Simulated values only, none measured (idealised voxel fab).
Proc. module: voxel ribs on slabs
240 nm wide, 5 nm square cells: that's cross-section cut.
Format of a cross-section: grid, square cells. Given as bands. Order: top down. Band: one or more rows of cells. Read a band's entry like this: the first values are the height of its top and the height of its bottom in nm, and what follows is the sequence of materials from left to right, each with its width in nm. Note that "air" is empty space, and that a single material marked "everywhere" reaches across the band from edge to edge. For the purposes of this specification, 0 denotes the height below which the wafer in its as-received condition is composed wholly of one material, and the lowermost band, lacking a lower limit, extends downward without end, as expressed in "0 and below". A width given as "30..40" starts at the first number in the band's top row and ends at the second number in its bottom row, shifting by an equal amount at every step from row to row. "no change occurred" for a step: no cell of the cross-section changed in that step. "Completely sealed voids" means: voids of 8 cells or more that are shut off from the top with no open way through. Written width x height at distance, distance from the left edge, in nm. Heads up: the bit after the settings on a step's line is the simulator's remark on that step. overlay nm: where the mask lay relative to plan, measured to the right, on steps with a mask; negatives go left.
**The planned process steps are enumerated hereunder**
1: op RECEIVE | material Si
2: op DIRECTIONAL_DEP | material SiO2 | thk nm 30
3: op DIRECTIONAL_DEP | material SiN | thk nm 20
4: op MASKED_ETCH | tone cover | mask id RIB | width nm 25 | etch materials SiN | depth nm 5 | overlay nm 0
5: op PATTERN | tone cover | mask id SLAB | material resist | width nm 65 | thk nm 20 | overlay nm 0
6: op DIRECTIONAL_ETCH | etch materials SiN | depth nm 15
7: op STRIP | etch materials resist
8: op FILL_DEP | material SiO2 | thk nm 15
9: op CMP | height nm 60
10: op DIRECTIONAL_DEP | material TiN | thk nm 5
11: op DIRECTIONAL_DEP | material aC | thk nm 10
12: op PATTERN | tone cover | mask id HEATER | material resist | width nm 35 | thk nm 25 | overlay nm 0
13: op DIRECTIONAL_ETCH | etch materials aC | depth nm 10
14: op STRIP | etch materials resist
15: op DIRECTIONAL_ETCH | etch materials TiN | depth nm 5
16: op STRIP | etch materials aC
17: op CONFORMAL_DEP | material SiO2 | thk nm 10
**Cross-section: wafer on arrival = after step 1**
> 0 and below  Si everywhere
> Completely sealed voids: none
**Wafer at module end, in section. Began as above, planned as above, run with one mistake**
> 75 down to 70  90 air, 55 SiO2, 95 air
> 70 down to 65  SiO2 everywhere
> 65 down to 60  100 SiO2, 35 TiN, 105 SiO2
> 60 down to 50  SiO2 everywhere
> 50 down to 45  100 SiO2, 35 SiN, 105 SiO2
> 45 down to 30  85 SiO2, 65 SiN, 90 SiO2
> 30 down to 0  SiO2 everywhere
> 0 and below  Si everywhere
> Completely sealed voids: none
So what did we get wrong on this run? so step 4 ended up running with a different setting than we planned, it ran as op MASKED_ETCH | tone cover | mask id RIB | width nm 35 | etch materials SiN | depth nm 5 | overlay nm 0
